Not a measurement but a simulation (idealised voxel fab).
process module | voxel transistor to metal
cross-section cut | 275 nm wide | cells 5 nm
A cross-section is a grid of square cells, given in bands from the top down. A band is one or more rows of cells.
Each band's line starts with the height of the band's top and of its bottom, in nm. Then come its materials from left to right, each with its width in nm. One material with "throughout" fills the band from edge to edge. "air" is empty space.
Height 0 is the level under which the wafer as received is all one material. The lowest band goes on downwards, as in "0 down".
A width such as "30 to 40" changes by the same amount from each row of cells to the next, from the band's top row to its bottom row.
"no change" after a step means that no cell of the cross-section changed.
closed voids: empty space of 8 cells or more with no open way to the top, each as width x height at its distance from the left edge, in nm
after a step's settings: what the simulator itself notes on the step
overlay nm, on a step with a mask: how far to the right of its planned place the mask lay; to the left if negative
plan
1 op RECEIVE | material Si
2 op OXIDIZE | depth nm 5
3 op CONFORMAL_DEP | material SiN | thk nm 15
4 op PATTERN | tone cover | mask id ACTIVE | material resist | width nm 100 | pitch nm 125 | thk nm 15 | overlay nm 0
5 op DIRECTIONAL_ETCH | etch materials SiN | depth nm 15
6 op DIRECTIONAL_ETCH | etch materials SiO2 | depth nm 5
7 op DIRECTIONAL_ETCH | etch materials Si | depth nm 35
8 op STRIP | etch materials resist
9 op FILL_DEP | material SiO2 | thk nm 10
10 op CMP | height nm 15
11 op SELECTIVE_ETCH | etch materials SiO2 | depth nm 10
12 op STRIP | etch materials SiN
13 op SELECTIVE_ETCH | etch materials SiO2 | depth nm 5
14 op OXIDIZE | depth nm 5
15 op DIRECTIONAL_DEP | material polySi | thk nm 30
16 op DIRECTIONAL_DEP | material SiCN | thk nm 10
17 op PATTERN | tone cover | mask id GATE | material resist | width nm 20 | pitch nm 125 | thk nm 15 | overlay nm 0
18 op DIRECTIONAL_ETCH | etch materials SiCN | depth nm 20
19 op DIRECTIONAL_ETCH | etch materials polySi | depth nm 40
20 op STRIP | etch materials resist
21 op CONFORMAL_DEP | material SiO2 | thk nm 5
22 op DIRECTIONAL_ETCH | etch materials SiO2 | depth nm 5
23 op CONFORMAL_DEP | material SiN | thk nm 10
24 op DIRECTIONAL_ETCH | etch materials SiN | depth nm 10
25 op DIRECTIONAL_ETCH | etch materials SiO2 | depth nm 5
26 op EPI | material pSi | thk nm 5
27 op FILL_DEP | material SiO2 | thk nm 5
28 op CMP | height nm 35
29 op DIRECTIONAL_DEP | material SiO2 | thk nm 15
30 op PATTERN | tone open | mask id CONTACT | material resist | width nm 15 | thk nm 20 | overlay nm 0
31 op DIRECTIONAL_ETCH | etch materials SiO2 | depth nm 55
32 op STRIP | etch materials resist
33 op CONFORMAL_DEP | material TiN | thk nm 5
34 op FILL_DEP | material Ru | thk nm 10
35 op CMP | height nm 50
36 op CONFORMAL_DEP | material SiN | thk nm 5
37 op DIRECTIONAL_DEP | material SiO2 | thk nm 15
38 op MASKED_ETCH | tone open | mask id METAL_1 | width nm 15 | etch materials SiO2 | depth nm 15 | overlay nm 0
39 op MASKED_ETCH | tone open | mask id METAL_1 | width nm 15 | etch materials SiN | depth nm 5 | overlay nm 0
40 op CONFORMAL_DEP | material TiN | thk nm 5
41 op FILL_DEP | material Cu | thk nm 10
42 op CMP | height nm 70
43 op EPI | material Ru | thk nm 5
44 op FILL_DEP | material SiCN | thk nm 5
45 op DIRECTIONAL_DEP | material lowk | thk nm 35
46 op DIRECTIONAL_DEP | material aC | thk nm 15
47 op PATTERN | tone open | mask id METAL_2 | material resist | width nm 15 | pitch nm 125 | thk nm 35 | overlay nm 0
48 op DIRECTIONAL_ETCH | etch materials aC | depth nm 15
49 op STRIP | etch materials resist
50 op DIRECTIONAL_ETCH | etch materials lowk | depth nm 20
51 op STRIP | etch materials aC
52 op PATTERN | tone open | mask id METAL_2_HOLES | material resist | width nm 15 | pitch nm 125 | thk nm 15 | overlay nm 0
53 op DIRECTIONAL_ETCH | etch materials lowk | depth nm 15
54 op DIRECTIONAL_ETCH | etch materials SiCN | depth nm 5
55 op STRIP | etch materials resist
56 op CONFORMAL_DEP | material TiN | thk nm 5
57 op FILL_DEP | material Cu | thk nm 5
58 op CMP | height nm 115
59 op CONFORMAL_DEP | material SiN | thk nm 5
first wafer, as planned
as received, after step 1
  0 down: Si throughout
  closed voids: none
after step 2
  0 to -5: SiO2 throughout
  below -5: unchanged
after step 3
  15 to 0: SiN throughout
  below 0: unchanged
after step 4
  30 to 15: air 25 | resist 100 | air 25 | resist 100 | air 25
  below 15: unchanged
after step 5
  30 to 15: air 25 | resist 100 | air 25 | resist 100 | air 25
  15 to 0: air 25 | SiN 100 | air 25 | SiN 100 | air 25
  below 0: unchanged
after step 6
  30 to 15: air 25 | resist 100 | air 25 | resist 100 | air 25
  15 to 0: air 25 | SiN 100 | air 25 | SiN 100 | air 25
  0 to -5: air 25 | SiO2 100 | air 25 | SiO2 100 | air 25
  below -5: unchanged
after step 7
  30 to 15: air 25 | resist 100 | air 25 | resist 100 | air 25
  15 to 0: air 25 | SiN 100 | air 25 | SiN 100 | air 25
  0 to -5: air 25 | SiO2 100 | air 25 | SiO2 100 | air 25
  -5 to -40: air 25 | Si 100 | air 25 | Si 100 | air 25
  below -40: unchanged
after step 8
  15 to 0: air 25 | SiN 100 | air 25 | SiN 100 | air 25
  below 0: unchanged
after step 9
  25 to 15: SiO2 throughout
  15 to 0: SiO2 25 | SiN 100 | SiO2 25 | SiN 100 | SiO2 25
  0 to -5: SiO2 throughout
  -5 to -40: SiO2 25 | Si 100 | SiO2 25 | Si 100 | SiO2 25
  below -40: unchanged
after step 10
  15 to 0: SiO2 25 | SiN 100 | SiO2 25 | SiN 100 | SiO2 25
  below 0: unchanged
after step 11
  15 to 5: air 25 | SiN 100 | air 25 | SiN 100 | air 25
  below 5: unchanged
after step 12
  5 to 0: SiO2 25 | air 100 | SiO2 25 | air 100 | SiO2 25
  below 0: unchanged
after step 13
  0 to -5: SiO2 20 | air 110 | SiO2 15 | air 110 | SiO2 20
  below -5: unchanged
after step 14
  0 to -5: SiO2 20 | air 110 | SiO2 15 | air 110 | SiO2 20
  -5 to -10: SiO2 throughout
  below -10: unchanged
after step 15
  30 to 25: polySi 20 | air 110 | polySi 15 | air 110 | polySi 20
  25 to 0: polySi throughout
  0 to -5: SiO2 20 | polySi 110 | SiO2 15 | polySi 110 | SiO2 20
  below -5: unchanged
after step 16
  40 to 35: SiCN 20 | air 110 | SiCN 15 | air 110 | SiCN 20
  35 to 30: SiCN throughout
  30 to 25: polySi 20 | SiCN 110 | polySi 15 | SiCN 110 | polySi 20
  below 25: unchanged
after step 17
  55 to 40: air 65 | resist 20 | air 105 | resist 20 | air 65
  40 to 35: SiCN 20 | air 45 | resist 20 | air 45 | SiCN 15 | air 45 | resist 20 | air 45 | SiCN 20
  below 35: unchanged
after step 18
  55 to 35: air 65 | resist 20 | air 105 | resist 20 | air 65
  35 to 30: air 65 | SiCN 20 | air 105 | SiCN 20 | air 65
  30 to 25: polySi 20 | air 45 | SiCN 20 | air 45 | polySi 15 | air 45 | SiCN 20 | air 45 | polySi 20
  below 25: unchanged
after step 19
  55 to 35: air 65 | resist 20 | air 105 | resist 20 | air 65
  35 to 25: air 65 | SiCN 20 | air 105 | SiCN 20 | air 65
  25 to 0: air 65 | polySi 20 | air 105 | polySi 20 | air 65
  0 to -5: SiO2 20 | air 45 | polySi 20 | air 45 | SiO2 15 | air 45 | polySi 20 | air 45 | SiO2 20
  below -5: unchanged
after step 20
  35 to 25: air 65 | SiCN 20 | air 105 | SiCN 20 | air 65
  below 25: unchanged
after step 21
  40 to 35: air 60 | SiO2 30 | air 95 | SiO2 30 | air 60
  35 to 25: air 60 | SiO2 5 | SiCN 20 | SiO2 5 | air 95 | SiO2 5 | SiCN 20 | SiO2 5 | air 60
  25 to 5: air 60 | SiO2 5 | polySi 20 | SiO2 5 | air 95 | SiO2 5 | polySi 20 | SiO2 5 | air 60
  5 to 0: SiO2 25 | air 35 | SiO2 5 | polySi 20 | SiO2 5 | air 35 | SiO2 25 | air 35 | SiO2 5 | polySi 20 | SiO2 5 | air 35 | SiO2 25
  0 to -5: SiO2 65 | polySi 20 | SiO2 105 | polySi 20 | SiO2 65
  below -5: unchanged
after step 22
  35 to 25: air 60 | SiO2 5 | SiCN 20 | SiO2 5 | air 95 | SiO2 5 | SiCN 20 | SiO2 5 | air 60
  25 to 0: air 60 | SiO2 5 | polySi 20 | SiO2 5 | air 95 | SiO2 5 | polySi 20 | SiO2 5 | air 60
  0 to -5: SiO2 25 | air 35 | SiO2 5 | polySi 20 | SiO2 5 | air 35 | SiO2 25 | air 35 | SiO2 5 | polySi 20 | SiO2 5 | air 35 | SiO2 25
  below -5: unchanged
after step 23
  45 to 35: air 50 | SiN 50 | air 75 | SiN 50 | air 50
  35 to 25: air 50 | SiN 10 | SiO2 5 | SiCN 20 | SiO2 5 | SiN 10 | air 75 | SiN 10 | SiO2 5 | SiCN 20 | SiO2 5 | SiN 10 | air 50
  25 to 10: air 50 | SiN 10 | SiO2 5 | polySi 20 | SiO2 5 | SiN 10 | air 75 | SiN 10 | SiO2 5 | polySi 20 | SiO2 5 | SiN 10 | air 50
  10 to 5: SiN 35 | air 15 | SiN 10 | SiO2 5 | polySi 20 | SiO2 5 | SiN 10 | air 15 | SiN 45 | air 15 | SiN 10 | SiO2 5 | polySi 20 | SiO2 5 | SiN 10 | air 15 | SiN 35
  5 to 0: SiN 60 | SiO2 5 | polySi 20 | SiO2 5 | SiN 95 | SiO2 5 | polySi 20 | SiO2 5 | SiN 60
  0 to -5: SiO2 25 | SiN 35 | SiO2 5 | polySi 20 | SiO2 5 | SiN 35 | SiO2 25 | SiN 35 | SiO2 5 | polySi 20 | SiO2 5 | SiN 35 | SiO2 25
  below -5: unchanged
after step 24
  35 to 25: air 50 | SiN 10 | SiO2 5 | SiCN 20 | SiO2 5 | SiN 10 | air 75 | SiN 10 | SiO2 5 | SiCN 20 | SiO2 5 | SiN 10 | air 50
  25 to 0: air 50 | SiN 10 | SiO2 5 | polySi 20 | SiO2 5 | SiN 10 | air 75 | SiN 10 | SiO2 5 | polySi 20 | SiO2 5 | SiN 10 | air 50
  0 to -5: SiO2 25 | SiN 10 | air 15 | SiN 10 | SiO2 5 | polySi 20 | SiO2 5 | SiN 10 | air 15 | SiN 10 | SiO2 25 | SiN 10 | air 15 | SiN 10 | SiO2 5 | polySi 20 | SiO2 5 | SiN 10 | air 15 | SiN 10 | SiO2 25
  below -5: unchanged
after step 25
  35 to 30: air 50 | SiN 10 | air 5 | SiCN 20 | air 5 | SiN 10 | air 75 | SiN 10 | air 5 | SiCN 20 | air 5 | SiN 10 | air 50
  30 to 25: air 50 | SiN 10 | SiO2 5 | SiCN 20 | SiO2 5 | SiN 10 | air 75 | SiN 10 | SiO2 5 | SiCN 20 | SiO2 5 | SiN 10 | air 50
  25 to 0: air 50 | SiN 10 | SiO2 5 | polySi 20 | SiO2 5 | SiN 10 | air 75 | SiN 10 | SiO2 5 | polySi 20 | SiO2 5 | SiN 10 | air 50
  0 to -5: air 25 | SiN 10 | air 15 | SiN 10 | SiO2 5 | polySi 20 | SiO2 5 | SiN 10 | air 15 | SiN 10 | air 25 | SiN 10 | air 15 | SiN 10 | SiO2 5 | polySi 20 | SiO2 5 | SiN 10 | air 15 | SiN 10 | air 25
  -5 to -10: SiO2 35 | air 15 | SiO2 50 | air 15 | SiO2 45 | air 15 | SiO2 50 | air 15 | SiO2 35
  below -10: unchanged
after step 26
  35 to 30: air 50 | SiN 10 | air 5 | SiCN 20 | air 5 | SiN 10 | air 75 | SiN 10 | air 5 | SiCN 20 | air 5 | SiN 10 | air 50
  30 to 25: air 50 | SiN 10 | SiO2 5 | SiCN 20 | SiO2 5 | SiN 10 | air 75 | SiN 10 | SiO2 5 | SiCN 20 | SiO2 5 | SiN 10 | air 50
  25 to 0: air 50 | SiN 10 | SiO2 5 | polySi 20 | SiO2 5 | SiN 10 | air 75 | SiN 10 | SiO2 5 | polySi 20 | SiO2 5 | SiN 10 | air 50
  0 to -5: air 25 | SiN 10 | air 15 | SiN 10 | SiO2 5 | polySi 20 | SiO2 5 | SiN 10 | air 15 | SiN 10 | air 25 | SiN 10 | air 15 | SiN 10 | SiO2 5 | polySi 20 | SiO2 5 | SiN 10 | air 15 | SiN 10 | air 25
  -5 to -10: SiO2 35 | pSi 15 | SiO2 50 | pSi 15 | SiO2 45 | pSi 15 | SiO2 50 | pSi 15 | SiO2 35
  below -10: unchanged
after step 27
  40 to 35: SiO2 throughout
  35 to 25: SiO2 50 | SiN 10 | SiO2 5 | SiCN 20 | SiO2 5 | SiN 10 | SiO2 75 | SiN 10 | SiO2 5 | SiCN 20 | SiO2 5 | SiN 10 | SiO2 50
  25 to 0: SiO2 50 | SiN 10 | SiO2 5 | polySi 20 | SiO2 5 | SiN 10 | SiO2 75 | SiN 10 | SiO2 5 | polySi 20 | SiO2 5 | SiN 10 | SiO2 50
  0 to -5: SiO2 25 | SiN 10 | SiO2 15 | SiN 10 | SiO2 5 | polySi 20 | SiO2 5 | SiN 10 | SiO2 15 | SiN 10 | SiO2 25 | SiN 10 | SiO2 15 | SiN 10 | SiO2 5 | polySi 20 | SiO2 5 | SiN 10 | SiO2 15 | SiN 10 | SiO2 25
  below -5: unchanged
after step 28
  35 to 25: SiO2 50 | SiN 10 | SiO2 5 | SiCN 20 | SiO2 5 | SiN 10 | SiO2 75 | SiN 10 | SiO2 5 | SiCN 20 | SiO2 5 | SiN 10 | SiO2 50
  below 25: unchanged
after step 29
  50 to 35: SiO2 throughout
  below 35: unchanged
after step 30
  70 to 50: resist 30 | air 15 | resist 60 | air 15 | resist 35 | air 15 | resist 60 | air 15 | resist 30
  below 50: unchanged
after step 31
  70 to 50: resist 30 | air 15 | resist 60 | air 15 | resist 35 | air 15 | resist 60 | air 15 | resist 30
  50 to 35: SiO2 30 | air 15 | SiO2 60 | air 15 | SiO2 35 | air 15 | SiO2 60 | air 15 | SiO2 30
  35 to 25: SiO2 30 | air 15 | SiO2 5 | SiN 10 | SiO2 5 | SiCN 20 | SiO2 5 | SiN 10 | SiO2 5 | air 15 | SiO2 35 | air 15 | SiO2 5 | SiN 10 | SiO2 5 | SiCN 20 | SiO2 5 | SiN 10 | SiO2 5 | air 15 | SiO2 30
  25 to 0: SiO2 30 | air 15 | SiO2 5 | SiN 10 | SiO2 5 | polySi 20 | SiO2 5 | SiN 10 | SiO2 5 | air 15 | SiO2 35 | air 15 | SiO2 5 | SiN 10 | SiO2 5 | polySi 20 | SiO2 5 | SiN 10 | SiO2 5 | air 15 | SiO2 30
  0 to -5: SiO2 25 | SiN 10 | air 10 | SiO2 5 | SiN 10 | SiO2 5 | polySi 20 | SiO2 5 | SiN 10 | SiO2 5 | air 10 | SiN 10 | SiO2 25 | SiN 10 | air 10 | SiO2 5 | SiN 10 | SiO2 5 | polySi 20 | SiO2 5 | SiN 10 | SiO2 5 | air 10 | SiN 10 | SiO2 25
  below -5: unchanged
after step 32
  50 to 35: SiO2 30 | air 15 | SiO2 60 | air 15 | SiO2 35 | air 15 | SiO2 60 | air 15 | SiO2 30
  below 35: unchanged
after step 33
  55 to 50: TiN 35 | air 5 | TiN 70 | air 5 | TiN 45 | air 5 | TiN 70 | air 5 | TiN 35
  50 to 35: SiO2 30 | TiN 5 | air 5 | TiN 5 | SiO2 60 | TiN 5 | air 5 | TiN 5 | SiO2 35 | TiN 5 | air 5 | TiN 5 | SiO2 60 | TiN 5 | air 5 | TiN 5 | SiO2 30
  35 to 25: SiO2 30 | TiN 5 | air 5 | TiN 5 | SiO2 5 | SiN 10 | SiO2 5 | SiCN 20 | SiO2 5 | SiN 10 | SiO2 5 | TiN 5 | air 5 | TiN 5 | SiO2 35 | TiN 5 | air 5 | TiN 5 | SiO2 5 | SiN 10 | SiO2 5 | SiCN 20 | SiO2 5 | SiN 10 | SiO2 5 | TiN 5 | air 5 | TiN 5 | SiO2 30
  25 to 5: SiO2 30 | TiN 5 | air 5 | TiN 5 | SiO2 5 | SiN 10 | SiO2 5 | polySi 20 | SiO2 5 | SiN 10 | SiO2 5 | TiN 5 | air 5 | TiN 5 | SiO2 35 | TiN 5 | air 5 | TiN 5 | SiO2 5 | SiN 10 | SiO2 5 | polySi 20 | SiO2 5 | SiN 10 | SiO2 5 | TiN 5 | air 5 | TiN 5 | SiO2 30
  5 to 0: SiO2 30 | TiN 15 | SiO2 5 | SiN 10 | SiO2 5 | polySi 20 | SiO2 5 | SiN 10 | SiO2 5 | TiN 15 | SiO2 35 | TiN 15 | SiO2 5 | SiN 10 | SiO2 5 | polySi 20 | SiO2 5 | SiN 10 | SiO2 5 | TiN 15 | SiO2 30
  0 to -5: SiO2 25 | SiN 10 | TiN 10 | SiO2 5 | SiN 10 | SiO2 5 | polySi 20 | SiO2 5 | SiN 10 | SiO2 5 | TiN 10 | SiN 10 | SiO2 25 | SiN 10 | TiN 10 | SiO2 5 | SiN 10 | SiO2 5 | polySi 20 | SiO2 5 | SiN 10 | SiO2 5 | TiN 10 | SiN 10 | SiO2 25
  below -5: unchanged
after step 34
  65 to 55: Ru throughout
  55 to 50: TiN 35 | Ru 5 | TiN 70 | Ru 5 | TiN 45 | Ru 5 | TiN 70 | Ru 5 | TiN 35
  50 to 35: SiO2 30 | TiN 5 | Ru 5 | TiN 5 | SiO2 60 | TiN 5 | Ru 5 | TiN 5 | SiO2 35 | TiN 5 | Ru 5 | TiN 5 | SiO2 60 | TiN 5 | Ru 5 | TiN 5 | SiO2 30
  35 to 25: SiO2 30 | TiN 5 | Ru 5 | TiN 5 | SiO2 5 | SiN 10 | SiO2 5 | SiCN 20 | SiO2 5 | SiN 10 | SiO2 5 | TiN 5 | Ru 5 | TiN 5 | SiO2 35 | TiN 5 | Ru 5 | TiN 5 | SiO2 5 | SiN 10 | SiO2 5 | SiCN 20 | SiO2 5 | SiN 10 | SiO2 5 | TiN 5 | Ru 5 | TiN 5 | SiO2 30
  25 to 5: SiO2 30 | TiN 5 | Ru 5 | TiN 5 | SiO2 5 | SiN 10 | SiO2 5 | polySi 20 | SiO2 5 | SiN 10 | SiO2 5 | TiN 5 | Ru 5 | TiN 5 | SiO2 35 | TiN 5 | Ru 5 | TiN 5 | SiO2 5 | SiN 10 | SiO2 5 | polySi 20 | SiO2 5 | SiN 10 | SiO2 5 | TiN 5 | Ru 5 | TiN 5 | SiO2 30
  below 5: unchanged
after step 35
  50 to 35: SiO2 30 | TiN 5 | Ru 5 | TiN 5 | SiO2 60 | TiN 5 | Ru 5 | TiN 5 | SiO2 35 | TiN 5 | Ru 5 | TiN 5 | SiO2 60 | TiN 5 | Ru 5 | TiN 5 | SiO2 30
  below 35: unchanged
after step 36
  55 to 50: SiN throughout
  below 50: unchanged
after step 37
  70 to 55: SiO2 throughout
  below 55: unchanged
after step 38
  70 to 55: SiO2 30 | air 15 | SiO2 60 | air 15 | SiO2 35 | air 15 | SiO2 60 | air 15 | SiO2 30
  below 55: unchanged
after step 39
  70 to 55: SiO2 30 | air 15 | SiO2 60 | air 15 | SiO2 35 | air 15 | SiO2 60 | air 15 | SiO2 30
  55 to 50: SiN 30 | air 15 | SiN 60 | air 15 | SiN 35 | air 15 | SiN 60 | air 15 | SiN 30
  below 50: unchanged
after step 40
  75 to 70: TiN 35 | air 5 | TiN 70 | air 5 | TiN 45 | air 5 | TiN 70 | air 5 | TiN 35
  70 to 55: SiO2 30 | TiN 5 | air 5 | TiN 5 | SiO2 60 | TiN 5 | air 5 | TiN 5 | SiO2 35 | TiN 5 | air 5 | TiN 5 | SiO2 60 | TiN 5 | air 5 | TiN 5 | SiO2 30
  55 to 50: SiN 30 | TiN 15 | SiN 60 | TiN 15 | SiN 35 | TiN 15 | SiN 60 | TiN 15 | SiN 30
  below 50: unchanged
after step 41
  85 to 75: Cu throughout
  75 to 70: TiN 35 | Cu 5 | TiN 70 | Cu 5 | TiN 45 | Cu 5 | TiN 70 | Cu 5 | TiN 35
  70 to 55: SiO2 30 | TiN 5 | Cu 5 | TiN 5 | SiO2 60 | TiN 5 | Cu 5 | TiN 5 | SiO2 35 | TiN 5 | Cu 5 | TiN 5 | SiO2 60 | TiN 5 | Cu 5 | TiN 5 | SiO2 30
  below 55: unchanged
after step 42
  70 to 55: SiO2 30 | TiN 5 | Cu 5 | TiN 5 | SiO2 60 | TiN 5 | Cu 5 | TiN 5 | SiO2 35 | TiN 5 | Cu 5 | TiN 5 | SiO2 60 | TiN 5 | Cu 5 | TiN 5 | SiO2 30
  below 55: unchanged
after step 43
  75 to 70: air 25 | Ru 25 | air 50 | Ru 25 | air 25 | Ru 25 | air 50 | Ru 25 | air 25
  below 70: unchanged
after step 44
  80 to 75: SiCN throughout
  75 to 70: SiCN 25 | Ru 25 | SiCN 50 | Ru 25 | SiCN 25 | Ru 25 | SiCN 50 | Ru 25 | SiCN 25
  below 70: unchanged
after step 45
  115 to 80: lowk throughout
  below 80: unchanged
after step 46
  130 to 115: aC throughout
  below 115: unchanged
after step 47
  165 to 130: resist 30 | air 15 | resist 110 | air 15 | resist 105
  below 130: unchanged
after step 48
  150 to 130: resist 30 | air 15 | resist 110 | air 15 | resist 105
  130 to 115: aC 30 | air 15 | aC 110 | air 15 | aC 105
  below 115: unchanged
after step 49
  130 to 115: aC 30 | air 15 | aC 110 | air 15 | aC 105
  below 115: unchanged
after step 50
  130 to 115: aC 30 | air 15 | aC 110 | air 15 | aC 105
  115 to 95: lowk 30 | air 15 | lowk 110 | air 15 | lowk 105
  below 95: unchanged
after step 51
  115 to 95: lowk 30 | air 15 | lowk 110 | air 15 | lowk 105
  below 95: unchanged
after step 52
  130 to 115: resist 30 | air 15 | resist 110 | air 15 | resist 105
  below 115: unchanged
after step 53
  130 to 115: resist 30 | air 15 | resist 110 | air 15 | resist 105
  115 to 80: lowk 30 | air 15 | lowk 110 | air 15 | lowk 105
  below 80: unchanged
after step 54
  130 to 115: resist 30 | air 15 | resist 110 | air 15 | resist 105
  115 to 80: lowk 30 | air 15 | lowk 110 | air 15 | lowk 105
  80 to 75: SiCN 30 | air 15 | SiCN 110 | air 15 | SiCN 105
  below 75: unchanged
after step 55
  115 to 80: lowk 30 | air 15 | lowk 110 | air 15 | lowk 105
  below 80: unchanged
after step 56
  120 to 115: TiN 35 | air 5 | TiN 120 | air 5 | TiN 110
  115 to 80: lowk 30 | TiN 5 | air 5 | TiN 5 | lowk 110 | TiN 5 | air 5 | TiN 5 | lowk 105
  80 to 75: SiCN 30 | TiN 15 | SiCN 110 | TiN 15 | SiCN 105
  below 75: unchanged
after step 57
  125 to 120: Cu throughout
  120 to 115: TiN 35 | Cu 5 | TiN 120 | Cu 5 | TiN 110
  115 to 80: lowk 30 | TiN 5 | Cu 5 | TiN 5 | lowk 110 | TiN 5 | Cu 5 | TiN 5 | lowk 105
  below 80: unchanged
after step 58
  115 to 80: lowk 30 | TiN 5 | Cu 5 | TiN 5 | lowk 110 | TiN 5 | Cu 5 | TiN 5 | lowk 105
  below 80: unchanged
after step 59
  120 to 115: SiN throughout
  below 115: unchanged
second wafer: like start, like plan, one mistake. Through step 36 it matches the first wafer
when step 37 should have ended
  70 to 55: Ru throughout
  below 55: unchanged
when step 38 should have ended: no change
when step 39 should have ended: no change
when step 40 should have ended
  75 to 70: TiN throughout
  below 70: unchanged
when step 41 should have ended
  85 to 75: Cu throughout
  below 75: unchanged
when step 42 should have ended
  70 to 55: Ru throughout
  below 55: unchanged
when step 43 should have ended
  75 to 55: Ru throughout
  below 55: unchanged
when step 44 should have ended
  80 to 75: SiCN throughout
  below 75: unchanged
when step 45 should have ended
  115 to 80: lowk throughout
  below 80: unchanged
when step 46 should have ended
  130 to 115: aC throughout
  below 115: unchanged
when step 47 should have ended
  165 to 130: resist 30 | air 15 | resist 110 | air 15 | resist 105
  below 130: unchanged
when step 48 should have ended
  150 to 130: resist 30 | air 15 | resist 110 | air 15 | resist 105
  130 to 115: aC 30 | air 15 | aC 110 | air 15 | aC 105
  below 115: unchanged
when step 49 should have ended
  130 to 115: aC 30 | air 15 | aC 110 | air 15 | aC 105
  below 115: unchanged
when step 50 should have ended
  130 to 115: aC 30 | air 15 | aC 110 | air 15 | aC 105
  115 to 95: lowk 30 | air 15 | lowk 110 | air 15 | lowk 105
  below 95: unchanged
when step 51 should have ended
  115 to 95: lowk 30 | air 15 | lowk 110 | air 15 | lowk 105
  below 95: unchanged
when step 52 should have ended
  130 to 115: resist 30 | air 15 | resist 110 | air 15 | resist 105
  below 115: unchanged
when step 53 should have ended
  130 to 115: resist 30 | air 15 | resist 110 | air 15 | resist 105
  115 to 80: lowk 30 | air 15 | lowk 110 | air 15 | lowk 105
  below 80: unchanged
when step 54 should have ended
  130 to 115: resist 30 | air 15 | resist 110 | air 15 | resist 105
  115 to 80: lowk 30 | air 15 | lowk 110 | air 15 | lowk 105
  80 to 75: SiCN 30 | air 15 | SiCN 110 | air 15 | SiCN 105
  below 75: unchanged
when step 55 should have ended
  115 to 80: lowk 30 | air 15 | lowk 110 | air 15 | lowk 105
  below 80: unchanged
when step 56 should have ended
  120 to 115: TiN 35 | air 5 | TiN 120 | air 5 | TiN 110
  115 to 80: lowk 30 | TiN 5 | air 5 | TiN 5 | lowk 110 | TiN 5 | air 5 | TiN 5 | lowk 105
  80 to 75: SiCN 30 | TiN 15 | SiCN 110 | TiN 15 | SiCN 105
  below 75: unchanged
when step 57 should have ended
  125 to 120: Cu throughout
  120 to 115: TiN 35 | Cu 5 | TiN 120 | Cu 5 | TiN 110
  115 to 80: lowk 30 | TiN 5 | Cu 5 | TiN 5 | lowk 110 | TiN 5 | Cu 5 | TiN 5 | lowk 105
  below 80: unchanged
when step 58 should have ended
  115 to 80: lowk 30 | TiN 5 | Cu 5 | TiN 5 | lowk 110 | TiN 5 | Cu 5 | TiN 5 | lowk 105
  below 80: unchanged
when step 59 should have ended
  120 to 115: SiN throughout
  below 115: unchanged
what went wrong: step 37 ran as: op DIRECTIONAL_DEP | material Ru | thk nm 15
at the end the second wafer has, in cells: 12 fewer of Cu | 200 more of Ru | 35 fewer of SiCN | 12 more of SiN | 129 fewer of SiO2 | 36 fewer of TiN
